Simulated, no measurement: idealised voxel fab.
Herein follows the process module entitled voxel transistor to metal.
170 nm wide, 5 nm square cells: that's cross-section cut.
Cross-section format: a grid of square cells, given as bands from top to bottom; each band is one or more rows of cells.
Quick guide to a band line: top height, bottom height (nm) up front; then every material left to right with its width in nm. Only one material and it's marked "edge to edge"? Then it fills the band edge to edge. And "empty" just means empty space.
Heights from 0 (as-received wafer is one material below). Bottom band endless downward, as "0 -> down".
A width such as "30 to 40" changes by the same amount from each row of cells to the next, from the band's top row to its bottom row.
"no alteration" means the step left every cell of the cross-section as it was.
"Internal closed voids" means: voids of 8 cells or more that are shut off from the top with no open way through. Written width x height at distance, distance from the left edge, in nm.
Note: text after step settings on the step line = simulator remark on that step.
What "overlay nm" on a step's line means: if the step has a mask, that mask lay this far to the right of its planned place, or, when the value is negative, to the left.

[Planned step list for the process]
1) RECEIVE with material Si
2) CONFORMAL_DEP with material SiO2, thk nm 5
3) CONFORMAL_DEP with material SiN, thk nm 10
4) PATTERN with tone cover, mask id ACTIVE, material resist, width nm 95, thk nm 15, overlay nm 0
5) DIRECTIONAL_ETCH with etch materials SiN, depth nm 10
6) DIRECTIONAL_ETCH with etch materials SiO2, depth nm 5
7) DIRECTIONAL_ETCH with etch materials Si, depth nm 35
8) STRIP with etch materials resist
9) FILL_DEP with material SiO2, thk nm 10
10) CMP with height nm 15
11) SELECTIVE_ETCH with etch materials SiO2, depth nm 5
12) STRIP with etch materials SiN
13) SELECTIVE_ETCH with etch materials SiO2, depth nm 5
14) OXIDIZE with depth nm 5
15) DIRECTIONAL_DEP with material polySi, thk nm 25
16) DIRECTIONAL_DEP with material SiCN, thk nm 10
17) PATTERN with tone cover, mask id GATE, material resist, width nm 25, thk nm 15, overlay nm 0
18) DIRECTIONAL_ETCH with etch materials SiCN, depth nm 20
19) DIRECTIONAL_ETCH with etch materials polySi, depth nm 35
20) STRIP with etch materials resist
21) CONFORMAL_DEP with material SiO2, thk nm 5
22) DIRECTIONAL_ETCH with etch materials SiO2, depth nm 5
23) CONFORMAL_DEP with material SiN, thk nm 10
24) DIRECTIONAL_ETCH with etch materials SiN, depth nm 10
25) DIRECTIONAL_ETCH with etch materials SiO2, depth nm 5
26) DIRECTIONAL_ETCH with etch materials Si, depth nm 10
27) EPI with material SiGe, thk nm 10
28) FILL_DEP with material SiO2, thk nm 5
29) CMP with height nm 35
30) DIRECTIONAL_DEP with material SiO2, thk nm 15
31) MASKED_ETCH with tone open, mask id CONTACT, width nm 25, pitch nm 60, etch materials SiO2, depth nm 45, overlay nm 0
32) CONFORMAL_DEP with material TiN, thk nm 5
33) FILL_DEP with material W, thk nm 5
34) CMP with height nm 50
35) DIRECTIONAL_DEP with material TiN, thk nm 5
36) DIRECTIONAL_DEP with material Ru, thk nm 25
37) PATTERN with tone cover, mask id METAL_1, material resist, width nm 15, pitch nm 70, thk nm 15, overlay nm 0
38) DIRECTIONAL_ETCH with etch materials Ru, depth nm 25
39) DIRECTIONAL_ETCH with etch materials TiN, depth nm 5
40) STRIP with etch materials resist
41) FILL_DEP with material SiO2, thk nm 5
42) CMP with height nm 80
43) CONFORMAL_DEP with material SiCN, thk nm 5
44) DIRECTIONAL_DEP with material SiO2, thk nm 25
45) PATTERN with tone open, mask id METAL_2, material resist, width nm 15, pitch nm 70, thk nm 20, overlay nm 0
46) DIRECTIONAL_ETCH with etch materials SiO2, depth nm 15
47) STRIP with etch materials resist
48) DIRECTIONAL_DEP with material aC, thk nm 10
49) PATTERN with tone open, mask id METAL_2_HOLES, material resist, width nm 15, pitch nm 70, thk nm 30, overlay nm 0
50) DIRECTIONAL_ETCH with etch materials aC, depth nm 10
51) STRIP with etch materials resist
52) DIRECTIONAL_ETCH with etch materials SiO2, depth nm 10
53) DIRECTIONAL_ETCH with etch materials SiCN, depth nm 5
54) STRIP with etch materials aC
55) CONFORMAL_DEP with material TiN, thk nm 5
56) FILL_DEP with material Ru, thk nm 10
57) CMP with height nm 110
58) CONFORMAL_DEP with material SiN, thk nm 5

[First of two wafers - as planned]

[As-received state of the wafer in cross-section, equivalent to post-step 1]
	0 -> down | Si edge to edge
	Internal closed voids: none

[Cross-section of the wafer after step 2]
	5 -> 0 | SiO2 edge to edge
	Nothing below the height 0 has changed.

[Cross-section of the wafer after step 3]
	15 -> 5 | SiN edge to edge
	Nothing below the height 5 has changed.

[Cross-section of the wafer after step 4]
	30 -> 15 | empty 35 nm / resist 95 nm / empty 40 nm
	Nothing below the height 15 has changed.

[Cross-section of the wafer after step 5]
	30 -> 15 | empty 35 nm / resist 95 nm / empty 40 nm
	15 -> 5 | empty 35 nm / SiN 95 nm / empty 40 nm
	Nothing below the height 5 has changed.

[Cross-section of the wafer after step 6]
	30 -> 15 | empty 35 nm / resist 95 nm / empty 40 nm
	15 -> 5 | empty 35 nm / SiN 95 nm / empty 40 nm
	5 -> 0 | empty 35 nm / SiO2 95 nm / empty 40 nm
	Nothing below the height 0 has changed.

[Cross-section of the wafer after step 7]
	30 -> 15 | empty 35 nm / resist 95 nm / empty 40 nm
	15 -> 5 | empty 35 nm / SiN 95 nm / empty 40 nm
	5 -> 0 | empty 35 nm / SiO2 95 nm / empty 40 nm
	0 -> -35 | empty 35 nm / Si 95 nm / empty 40 nm
	Nothing below the height -35 has changed.

[Cross-section of the wafer after step 8]
	15 -> 5 | empty 35 nm / SiN 95 nm / empty 40 nm
	Nothing below the height 5 has changed.

[Cross-section of the wafer after step 9]
	25 -> 15 | SiO2 edge to edge
	15 -> 5 | SiO2 35 nm / SiN 95 nm / SiO2 40 nm
	5 -> 0 | SiO2 edge to edge
	0 -> -35 | SiO2 35 nm / Si 95 nm / SiO2 40 nm
	Nothing below the height -35 has changed.

[Cross-section of the wafer after step 10]
	15 -> 5 | SiO2 35 nm / SiN 95 nm / SiO2 40 nm
	Nothing below the height 5 has changed.

[Cross-section of the wafer after step 11]
	15 -> 10 | empty 35 nm / SiN 95 nm / empty 40 nm
	Nothing below the height 10 has changed.

[Cross-section of the wafer after step 12]
	10 -> 5 | SiO2 35 nm / empty 95 nm / SiO2 40 nm
	Nothing below the height 5 has changed.

[Cross-section of the wafer after step 13]
	5 -> 0 | SiO2 30 nm / empty 105 nm / SiO2 35 nm
	Nothing below the height 0 has changed.

[Cross-section of the wafer after step 14]
	5 -> 0 | SiO2 30 nm / empty 105 nm / SiO2 35 nm
	0 -> -5 | SiO2 edge to edge
	Nothing below the height -5 has changed.

[Cross-section of the wafer after step 15]
	30 -> 25 | polySi 30 nm / empty 105 nm / polySi 35 nm
	25 -> 5 | polySi edge to edge
	5 -> 0 | SiO2 30 nm / polySi 105 nm / SiO2 35 nm
	Nothing below the height 0 has changed.

[Cross-section of the wafer after step 16]
	40 -> 35 | SiCN 30 nm / empty 105 nm / SiCN 35 nm
	35 -> 30 | SiCN edge to edge
	30 -> 25 | polySi 30 nm / SiCN 105 nm / polySi 35 nm
	Nothing below the height 25 has changed.

[Cross-section of the wafer after step 17]
	55 -> 40 | empty 70 nm / resist 25 nm / empty 75 nm
	40 -> 35 | SiCN 30 nm / empty 40 nm / resist 25 nm / empty 40 nm / SiCN 35 nm
	Nothing below the height 35 has changed.

[Cross-section of the wafer after step 18]
	55 -> 35 | empty 70 nm / resist 25 nm / empty 75 nm
	35 -> 30 | empty 70 nm / SiCN 25 nm / empty 75 nm
	30 -> 25 | polySi 30 nm / empty 40 nm / SiCN 25 nm / empty 40 nm / polySi 35 nm
	Nothing below the height 25 has changed.

[Cross-section of the wafer after step 19]
	55 -> 35 | empty 70 nm / resist 25 nm / empty 75 nm
	35 -> 25 | empty 70 nm / SiCN 25 nm / empty 75 nm
	25 -> 5 | empty 70 nm / polySi 25 nm / empty 75 nm
	5 -> 0 | SiO2 30 nm / empty 40 nm / polySi 25 nm / empty 40 nm / SiO2 35 nm
	Nothing below the height 0 has changed.

[Cross-section of the wafer after step 20]
	35 -> 25 | empty 70 nm / SiCN 25 nm / empty 75 nm
	Nothing below the height 25 has changed.

[Cross-section of the wafer after step 21]
	40 -> 35 | empty 65 nm / SiO2 35 nm / empty 70 nm
	35 -> 25 | empty 65 nm / SiO2 5 nm / SiCN 25 nm / SiO2 5 nm / empty 70 nm
	25 -> 10 | empty 65 nm / SiO2 5 nm / polySi 25 nm / SiO2 5 nm / empty 70 nm
	10 -> 5 | SiO2 35 nm / empty 30 nm / SiO2 5 nm / polySi 25 nm / SiO2 5 nm / empty 30 nm / SiO2 40 nm
	5 -> 0 | SiO2 70 nm / polySi 25 nm / SiO2 75 nm
	Nothing below the height 0 has changed.

[Cross-section of the wafer after step 22]
	35 -> 25 | empty 65 nm / SiO2 5 nm / SiCN 25 nm / SiO2 5 nm / empty 70 nm
	25 -> 5 | empty 65 nm / SiO2 5 nm / polySi 25 nm / SiO2 5 nm / empty 70 nm
	5 -> 0 | SiO2 35 nm / empty 30 nm / SiO2 5 nm / polySi 25 nm / SiO2 5 nm / empty 30 nm / SiO2 40 nm
	Nothing below the height 0 has changed.

[Cross-section of the wafer after step 23]
	45 -> 35 | empty 55 nm / SiN 55 nm / empty 60 nm
	35 -> 25 | empty 55 nm / SiN 10 nm / SiO2 5 nm / SiCN 25 nm / SiO2 5 nm / SiN 10 nm / empty 60 nm
	25 -> 15 | empty 55 nm / SiN 10 nm / SiO2 5 nm / polySi 25 nm / SiO2 5 nm / SiN 10 nm / empty 60 nm
	15 -> 10 | SiN 45 nm / empty 10 nm / SiN 10 nm / SiO2 5 nm / polySi 25 nm / SiO2 5 nm / SiN 10 nm / empty 10 nm / SiN 50 nm
	10 -> 5 | SiN 65 nm / SiO2 5 nm / polySi 25 nm / SiO2 5 nm / SiN 70 nm
	5 -> 0 | SiO2 35 nm / SiN 30 nm / SiO2 5 nm / polySi 25 nm / SiO2 5 nm / SiN 30 nm / SiO2 40 nm
	Nothing below the height 0 has changed.

[Cross-section of the wafer after step 24]
	35 -> 25 | empty 55 nm / SiN 10 nm / SiO2 5 nm / SiCN 25 nm / SiO2 5 nm / SiN 10 nm / empty 60 nm
	25 -> 5 | empty 55 nm / SiN 10 nm / SiO2 5 nm / polySi 25 nm / SiO2 5 nm / SiN 10 nm / empty 60 nm
	5 -> 0 | SiO2 35 nm / SiN 10 nm / empty 10 nm / SiN 10 nm / SiO2 5 nm / polySi 25 nm / SiO2 5 nm / SiN 10 nm / empty 10 nm / SiN 10 nm / SiO2 40 nm
	Nothing below the height 0 has changed.

[Cross-section of the wafer after step 25]
	35 -> 30 | empty 55 nm / SiN 10 nm / empty 5 nm / SiCN 25 nm / empty 5 nm / SiN 10 nm / empty 60 nm
	30 -> 25 | empty 55 nm / SiN 10 nm / SiO2 5 nm / SiCN 25 nm / SiO2 5 nm / SiN 10 nm / empty 60 nm
	25 -> 5 | empty 55 nm / SiN 10 nm / SiO2 5 nm / polySi 25 nm / SiO2 5 nm / SiN 10 nm / empty 60 nm
	5 -> 0 | empty 35 nm / SiN 10 nm / empty 10 nm / SiN 10 nm / SiO2 5 nm / polySi 25 nm / SiO2 5 nm / SiN 10 nm / empty 10 nm / SiN 10 nm / empty 40 nm
	0 -> -5 | SiO2 45 nm / empty 10 nm / SiO2 55 nm / empty 10 nm / SiO2 50 nm
	Nothing below the height -5 has changed.

[Cross-section of the wafer after step 26]
	35 -> 30 | empty 55 nm / SiN 10 nm / empty 5 nm / SiCN 25 nm / empty 5 nm / SiN 10 nm / empty 60 nm
	30 -> 25 | empty 55 nm / SiN 10 nm / SiO2 5 nm / SiCN 25 nm / SiO2 5 nm / SiN 10 nm / empty 60 nm
	25 -> 5 | empty 55 nm / SiN 10 nm / SiO2 5 nm / polySi 25 nm / SiO2 5 nm / SiN 10 nm / empty 60 nm
	5 -> 0 | empty 35 nm / SiN 10 nm / empty 10 nm / SiN 10 nm / SiO2 5 nm / polySi 25 nm / SiO2 5 nm / SiN 10 nm / empty 10 nm / SiN 10 nm / empty 40 nm
	0 -> -5 | SiO2 45 nm / empty 10 nm / SiO2 55 nm / empty 10 nm / SiO2 50 nm
	-5 -> -15 | SiO2 35 nm / Si 10 nm / empty 10 nm / Si 55 nm / empty 10 nm / Si 10 nm / SiO2 40 nm
	Nothing below the height -15 has changed.

[Cross-section of the wafer after step 27]
	35 -> 30 | empty 55 nm / SiN 10 nm / empty 5 nm / SiCN 25 nm / empty 5 nm / SiN 10 nm / empty 60 nm
	30 -> 25 | empty 55 nm / SiN 10 nm / SiO2 5 nm / SiCN 25 nm / SiO2 5 nm / SiN 10 nm / empty 60 nm
	25 -> 5 | empty 55 nm / SiN 10 nm / SiO2 5 nm / polySi 25 nm / SiO2 5 nm / SiN 10 nm / empty 60 nm
	5 -> 0 | empty 35 nm / SiN 10 nm / SiGe 10 nm / SiN 10 nm / SiO2 5 nm / polySi 25 nm / SiO2 5 nm / SiN 10 nm / SiGe 10 nm / SiN 10 nm / empty 40 nm
	0 -> -5 | SiO2 45 nm / SiGe 10 nm / SiO2 55 nm / SiGe 10 nm / SiO2 50 nm
	-5 -> -15 | SiO2 35 nm / Si 10 nm / SiGe 10 nm / Si 55 nm / SiGe 10 nm / Si 10 nm / SiO2 40 nm
	Nothing below the height -15 has changed.

[Cross-section of the wafer after step 28]
	40 -> 35 | SiO2 edge to edge
	35 -> 25 | SiO2 55 nm / SiN 10 nm / SiO2 5 nm / SiCN 25 nm / SiO2 5 nm / SiN 10 nm / SiO2 60 nm
	25 -> 5 | SiO2 55 nm / SiN 10 nm / SiO2 5 nm / polySi 25 nm / SiO2 5 nm / SiN 10 nm / SiO2 60 nm
	5 -> 0 | SiO2 35 nm / SiN 10 nm / SiGe 10 nm / SiN 10 nm / SiO2 5 nm / polySi 25 nm / SiO2 5 nm / SiN 10 nm / SiGe 10 nm / SiN 10 nm / SiO2 40 nm
	Nothing below the height 0 has changed.

[Cross-section of the wafer after step 29]
	35 -> 25 | SiO2 55 nm / SiN 10 nm / SiO2 5 nm / SiCN 25 nm / SiO2 5 nm / SiN 10 nm / SiO2 60 nm
	Nothing below the height 25 has changed.

[Cross-section of the wafer after step 30]
	50 -> 35 | SiO2 edge to edge
	Nothing below the height 35 has changed.

[Cross-section of the wafer after step 31]
	50 -> 35 | SiO2 40 nm / empty 25 nm / SiO2 35 nm / empty 25 nm / SiO2 45 nm
	35 -> 25 | SiO2 40 nm / empty 15 nm / SiN 10 nm / SiO2 5 nm / SiCN 25 nm / SiO2 5 nm / SiN 10 nm / empty 15 nm / SiO2 45 nm
	25 -> 5 | SiO2 40 nm / empty 15 nm / SiN 10 nm / SiO2 5 nm / polySi 25 nm / SiO2 5 nm / SiN 10 nm / empty 15 nm / SiO2 45 nm
	Nothing below the height 5 has changed.

[Cross-section of the wafer after step 32]
	55 -> 50 | TiN 45 nm / empty 15 nm / TiN 45 nm / empty 15 nm / TiN 50 nm
	50 -> 40 | SiO2 40 nm / TiN 5 nm / empty 15 nm / TiN 5 nm / SiO2 35 nm / TiN 5 nm / empty 15 nm / TiN 5 nm / SiO2 45 nm
	40 -> 35 | SiO2 40 nm / TiN 5 nm / empty 5 nm / TiN 15 nm / SiO2 35 nm / TiN 15 nm / empty 5 nm / TiN 5 nm / SiO2 45 nm
	35 -> 25 | SiO2 40 nm / TiN 5 nm / empty 5 nm / TiN 5 nm / SiN 10 nm / SiO2 5 nm / SiCN 25 nm / SiO2 5 nm / SiN 10 nm / TiN 5 nm / empty 5 nm / TiN 5 nm / SiO2 45 nm
	25 -> 10 | SiO2 40 nm / TiN 5 nm / empty 5 nm / TiN 5 nm / SiN 10 nm / SiO2 5 nm / polySi 25 nm / SiO2 5 nm / SiN 10 nm / TiN 5 nm / empty 5 nm / TiN 5 nm / SiO2 45 nm
	10 -> 5 | SiO2 40 nm / TiN 15 nm / SiN 10 nm / SiO2 5 nm / polySi 25 nm / SiO2 5 nm / SiN 10 nm / TiN 15 nm / SiO2 45 nm
	Nothing below the height 5 has changed.

[Cross-section of the wafer after step 33]
	60 -> 55 | W edge to edge
	55 -> 50 | TiN 45 nm / W 15 nm / TiN 45 nm / W 15 nm / TiN 50 nm
	50 -> 40 | SiO2 40 nm / TiN 5 nm / W 15 nm / TiN 5 nm / SiO2 35 nm / TiN 5 nm / W 15 nm / TiN 5 nm / SiO2 45 nm
	40 -> 35 | SiO2 40 nm / TiN 5 nm / W 5 nm / TiN 15 nm / SiO2 35 nm / TiN 15 nm / W 5 nm / TiN 5 nm / SiO2 45 nm
	35 -> 25 | SiO2 40 nm / TiN 5 nm / W 5 nm / TiN 5 nm / SiN 10 nm / SiO2 5 nm / SiCN 25 nm / SiO2 5 nm / SiN 10 nm / TiN 5 nm / W 5 nm / TiN 5 nm / SiO2 45 nm
	25 -> 10 | SiO2 40 nm / TiN 5 nm / W 5 nm / TiN 5 nm / SiN 10 nm / SiO2 5 nm / polySi 25 nm / SiO2 5 nm / SiN 10 nm / TiN 5 nm / W 5 nm / TiN 5 nm / SiO2 45 nm
	Nothing below the height 10 has changed.

[Cross-section of the wafer after step 34]
	50 -> 40 | SiO2 40 nm / TiN 5 nm / W 15 nm / TiN 5 nm / SiO2 35 nm / TiN 5 nm / W 15 nm / TiN 5 nm / SiO2 45 nm
	Nothing below the height 40 has changed.

[Cross-section of the wafer after step 35]
	55 -> 50 | TiN edge to edge
	Nothing below the height 50 has changed.

[Cross-section of the wafer after step 36]
	80 -> 55 | Ru edge to edge
	Nothing below the height 55 has changed.

[Cross-section of the wafer after step 37]
	95 -> 80 | empty 40 nm / resist 15 nm / empty 55 nm / resist 15 nm / empty 45 nm
	Nothing below the height 80 has changed.

[Cross-section of the wafer after step 38]
	95 -> 80 | empty 40 nm / resist 15 nm / empty 55 nm / resist 15 nm / empty 45 nm
	80 -> 55 | empty 40 nm / Ru 15 nm / empty 55 nm / Ru 15 nm / empty 45 nm
	Nothing below the height 55 has changed.

[Cross-section of the wafer after step 39]
	95 -> 80 | empty 40 nm / resist 15 nm / empty 55 nm / resist 15 nm / empty 45 nm
	80 -> 55 | empty 40 nm / Ru 15 nm / empty 55 nm / Ru 15 nm / empty 45 nm
	55 -> 50 | empty 40 nm / TiN 15 nm / empty 55 nm / TiN 15 nm / empty 45 nm
	Nothing below the height 50 has changed.

[Cross-section of the wafer after step 40]
	80 -> 55 | empty 40 nm / Ru 15 nm / empty 55 nm / Ru 15 nm / empty 45 nm
	Nothing below the height 55 has changed.

[Cross-section of the wafer after step 41]
	85 -> 80 | SiO2 edge to edge
	80 -> 55 | SiO2 40 nm / Ru 15 nm / SiO2 55 nm / Ru 15 nm / SiO2 45 nm
	55 -> 50 | SiO2 40 nm / TiN 15 nm / SiO2 55 nm / TiN 15 nm / SiO2 45 nm
	Nothing below the height 50 has changed.

[Cross-section of the wafer after step 42]
	80 -> 55 | SiO2 40 nm / Ru 15 nm / SiO2 55 nm / Ru 15 nm / SiO2 45 nm
	Nothing below the height 55 has changed.

[Cross-section of the wafer after step 43]
	85 -> 80 | SiCN edge to edge
	Nothing below the height 80 has changed.

[Cross-section of the wafer after step 44]
	110 -> 85 | SiO2 edge to edge
	Nothing below the height 85 has changed.

[Cross-section of the wafer after step 45]
	130 -> 110 | resist 40 nm / empty 15 nm / resist 55 nm / empty 15 nm / resist 45 nm
	Nothing below the height 110 has changed.

[Cross-section of the wafer after step 46]
	130 -> 110 | resist 40 nm / empty 15 nm / resist 55 nm / empty 15 nm / resist 45 nm
	110 -> 95 | SiO2 40 nm / empty 15 nm / SiO2 55 nm / empty 15 nm / SiO2 45 nm
	Nothing below the height 95 has changed.

[Cross-section of the wafer after step 47]
	110 -> 95 | SiO2 40 nm / empty 15 nm / SiO2 55 nm / empty 15 nm / SiO2 45 nm
	Nothing below the height 95 has changed.

[Cross-section of the wafer after step 48]
	120 -> 110 | aC 40 nm / empty 15 nm / aC 55 nm / empty 15 nm / aC 45 nm
	110 -> 105 | SiO2 40 nm / empty 15 nm / SiO2 55 nm / empty 15 nm / SiO2 45 nm
	105 -> 95 | SiO2 40 nm / aC 15 nm / SiO2 55 nm / aC 15 nm / SiO2 45 nm
	Nothing below the height 95 has changed.

[Cross-section of the wafer after step 49]
	150 -> 120 | resist 40 nm / empty 15 nm / resist 55 nm / empty 15 nm / resist 45 nm
	Nothing below the height 120 has changed.

[Cross-section of the wafer after step 50]
	140 -> 120 | resist 40 nm / empty 15 nm / resist 55 nm / empty 15 nm / resist 45 nm
	120 -> 110 | aC 40 nm / empty 15 nm / aC 55 nm / empty 15 nm / aC 45 nm
	110 -> 95 | SiO2 40 nm / empty 15 nm / SiO2 55 nm / empty 15 nm / SiO2 45 nm
	Nothing below the height 95 has changed.

[Cross-section of the wafer after step 51]
	120 -> 110 | aC 40 nm / empty 15 nm / aC 55 nm / empty 15 nm / aC 45 nm
	Nothing below the height 110 has changed.

[Cross-section of the wafer after step 52]
	120 -> 110 | aC 40 nm / empty 15 nm / aC 55 nm / empty 15 nm / aC 45 nm
	110 -> 85 | SiO2 40 nm / empty 15 nm / SiO2 55 nm / empty 15 nm / SiO2 45 nm
	Nothing below the height 85 has changed.

[Cross-section of the wafer after step 53]
	120 -> 110 | aC 40 nm / empty 15 nm / aC 55 nm / empty 15 nm / aC 45 nm
	110 -> 85 | SiO2 40 nm / empty 15 nm / SiO2 55 nm / empty 15 nm / SiO2 45 nm
	85 -> 80 | SiCN 40 nm / empty 15 nm / SiCN 55 nm / empty 15 nm / SiCN 45 nm
	Nothing below the height 80 has changed.

[Cross-section of the wafer after step 54]
	110 -> 85 | SiO2 40 nm / empty 15 nm / SiO2 55 nm / empty 15 nm / SiO2 45 nm
	Nothing below the height 85 has changed.

[Cross-section of the wafer after step 55]
	115 -> 110 | TiN 45 nm / empty 5 nm / TiN 65 nm / empty 5 nm / TiN 50 nm
	110 -> 85 | SiO2 40 nm / TiN 5 nm / empty 5 nm / TiN 5 nm / SiO2 55 nm / TiN 5 nm / empty 5 nm / TiN 5 nm / SiO2 45 nm
	85 -> 80 | SiCN 40 nm / TiN 15 nm / SiCN 55 nm / TiN 15 nm / SiCN 45 nm
	Nothing below the height 80 has changed.

[Cross-section of the wafer after step 56]
	125 -> 115 | Ru edge to edge
	115 -> 110 | TiN 45 nm / Ru 5 nm / TiN 65 nm / Ru 5 nm / TiN 50 nm
	110 -> 85 | SiO2 40 nm / TiN 5 nm / Ru 5 nm / TiN 5 nm / SiO2 55 nm / TiN 5 nm / Ru 5 nm / TiN 5 nm / SiO2 45 nm
	Nothing below the height 85 has changed.

[Cross-section of the wafer after step 57]
	110 -> 85 | SiO2 40 nm / TiN 5 nm / Ru 5 nm / TiN 5 nm / SiO2 55 nm / TiN 5 nm / Ru 5 nm / TiN 5 nm / SiO2 45 nm
	Nothing below the height 85 has changed.

[Cross-section of the wafer after step 58]
	115 -> 110 | SiN edge to edge
	Nothing below the height 110 has changed.

[Second of two: same start, same plan, one run error; steps up to and including 36 match the first]

[Cross-section, second wafer, at the end time the plan gives for step 37]
	95 -> 80 | resist 40 nm / empty 15 nm / resist 55 nm / empty 15 nm / resist 45 nm
	Nothing below the height 80 has changed.

[Cross-section, second wafer, at the end time the plan gives for step 38]
	95 -> 80 | resist 40 nm / empty 15 nm / resist 55 nm / empty 15 nm / resist 45 nm
	80 -> 55 | Ru 40 nm / empty 15 nm / Ru 55 nm / empty 15 nm / Ru 45 nm
	Nothing below the height 55 has changed.

[Cross-section, second wafer, at the end time the plan gives for step 39]
	95 -> 80 | resist 40 nm / empty 15 nm / resist 55 nm / empty 15 nm / resist 45 nm
	80 -> 55 | Ru 40 nm / empty 15 nm / Ru 55 nm / empty 15 nm / Ru 45 nm
	55 -> 50 | TiN 40 nm / empty 15 nm / TiN 55 nm / empty 15 nm / TiN 45 nm
	Nothing below the height 50 has changed.

[Cross-section, second wafer, at the end time the plan gives for step 40]
	80 -> 55 | Ru 40 nm / empty 15 nm / Ru 55 nm / empty 15 nm / Ru 45 nm
	Nothing below the height 55 has changed.

[Cross-section, second wafer, at the end time the plan gives for step 41]
	85 -> 80 | SiO2 edge to edge
	80 -> 55 | Ru 40 nm / SiO2 15 nm / Ru 55 nm / SiO2 15 nm / Ru 45 nm
	55 -> 50 | TiN 40 nm / SiO2 15 nm / TiN 55 nm / SiO2 15 nm / TiN 45 nm
	Nothing below the height 50 has changed.

[Cross-section, second wafer, at the end time the plan gives for step 42]
	80 -> 55 | Ru 40 nm / SiO2 15 nm / Ru 55 nm / SiO2 15 nm / Ru 45 nm
	Nothing below the height 55 has changed.

[Cross-section, second wafer, at the end time the plan gives for step 43]
	85 -> 80 | SiCN edge to edge
	Nothing below the height 80 has changed.

[Cross-section, second wafer, at the end time the plan gives for step 44]
	110 -> 85 | SiO2 edge to edge
	Nothing below the height 85 has changed.

[Cross-section, second wafer, at the end time the plan gives for step 45]
	130 -> 110 | resist 40 nm / empty 15 nm / resist 55 nm / empty 15 nm / resist 45 nm
	Nothing below the height 110 has changed.

[Cross-section, second wafer, at the end time the plan gives for step 46]
	130 -> 110 | resist 40 nm / empty 15 nm / resist 55 nm / empty 15 nm / resist 45 nm
	110 -> 95 | SiO2 40 nm / empty 15 nm / SiO2 55 nm / empty 15 nm / SiO2 45 nm
	Nothing below the height 95 has changed.

[Cross-section, second wafer, at the end time the plan gives for step 47]
	110 -> 95 | SiO2 40 nm / empty 15 nm / SiO2 55 nm / empty 15 nm / SiO2 45 nm
	Nothing below the height 95 has changed.

[Cross-section, second wafer, at the end time the plan gives for step 48]
	120 -> 110 | aC 40 nm / empty 15 nm / aC 55 nm / empty 15 nm / aC 45 nm
	110 -> 105 | SiO2 40 nm / empty 15 nm / SiO2 55 nm / empty 15 nm / SiO2 45 nm
	105 -> 95 | SiO2 40 nm / aC 15 nm / SiO2 55 nm / aC 15 nm / SiO2 45 nm
	Nothing below the height 95 has changed.

[Cross-section, second wafer, at the end time the plan gives for step 49]
	150 -> 120 | resist 40 nm / empty 15 nm / resist 55 nm / empty 15 nm / resist 45 nm
	Nothing below the height 120 has changed.

[Cross-section, second wafer, at the end time the plan gives for step 50]
	140 -> 120 | resist 40 nm / empty 15 nm / resist 55 nm / empty 15 nm / resist 45 nm
	120 -> 110 | aC 40 nm / empty 15 nm / aC 55 nm / empty 15 nm / aC 45 nm
	110 -> 95 | SiO2 40 nm / empty 15 nm / SiO2 55 nm / empty 15 nm / SiO2 45 nm
	Nothing below the height 95 has changed.

[Cross-section, second wafer, at the end time the plan gives for step 51]
	120 -> 110 | aC 40 nm / empty 15 nm / aC 55 nm / empty 15 nm / aC 45 nm
	Nothing below the height 110 has changed.

[Cross-section, second wafer, at the end time the plan gives for step 52]
	120 -> 110 | aC 40 nm / empty 15 nm / aC 55 nm / empty 15 nm / aC 45 nm
	110 -> 85 | SiO2 40 nm / empty 15 nm / SiO2 55 nm / empty 15 nm / SiO2 45 nm
	Nothing below the height 85 has changed.

[Cross-section, second wafer, at the end time the plan gives for step 53]
	120 -> 110 | aC 40 nm / empty 15 nm / aC 55 nm / empty 15 nm / aC 45 nm
	110 -> 85 | SiO2 40 nm / empty 15 nm / SiO2 55 nm / empty 15 nm / SiO2 45 nm
	85 -> 80 | SiCN 40 nm / empty 15 nm / SiCN 55 nm / empty 15 nm / SiCN 45 nm
	Nothing below the height 80 has changed.

[Cross-section, second wafer, at the end time the plan gives for step 54]
	110 -> 85 | SiO2 40 nm / empty 15 nm / SiO2 55 nm / empty 15 nm / SiO2 45 nm
	Nothing below the height 85 has changed.

[Cross-section, second wafer, at the end time the plan gives for step 55]
	115 -> 110 | TiN 45 nm / empty 5 nm / TiN 65 nm / empty 5 nm / TiN 50 nm
	110 -> 85 | SiO2 40 nm / TiN 5 nm / empty 5 nm / TiN 5 nm / SiO2 55 nm / TiN 5 nm / empty 5 nm / TiN 5 nm / SiO2 45 nm
	85 -> 80 | SiCN 40 nm / TiN 15 nm / SiCN 55 nm / TiN 15 nm / SiCN 45 nm
	Nothing below the height 80 has changed.

[Cross-section, second wafer, at the end time the plan gives for step 56]
	125 -> 115 | Ru edge to edge
	115 -> 110 | TiN 45 nm / Ru 5 nm / TiN 65 nm / Ru 5 nm / TiN 50 nm
	110 -> 85 | SiO2 40 nm / TiN 5 nm / Ru 5 nm / TiN 5 nm / SiO2 55 nm / TiN 5 nm / Ru 5 nm / TiN 5 nm / SiO2 45 nm
	Nothing below the height 85 has changed.

[Cross-section, second wafer, at the end time the plan gives for step 57]
	110 -> 85 | SiO2 40 nm / TiN 5 nm / Ru 5 nm / TiN 5 nm / SiO2 55 nm / TiN 5 nm / Ru 5 nm / TiN 5 nm / SiO2 45 nm
	Nothing below the height 85 has changed.

[Cross-section, second wafer, at the end time the plan gives for step 58]
	115 -> 110 | SiN edge to edge
	Nothing below the height 110 has changed.
Short version of what went wrong: step 37 was run on a setting that differed from the plan, and what really ran there is PATTERN with tone open, mask id METAL_1, material resist, width nm 15, pitch nm 70, thk nm 15, overlay nm 0
In the final state, the cell counts of the second wafer exceed or fall short of those of the first for the following materials: Ru +110, SiO2 -132, TiN +22
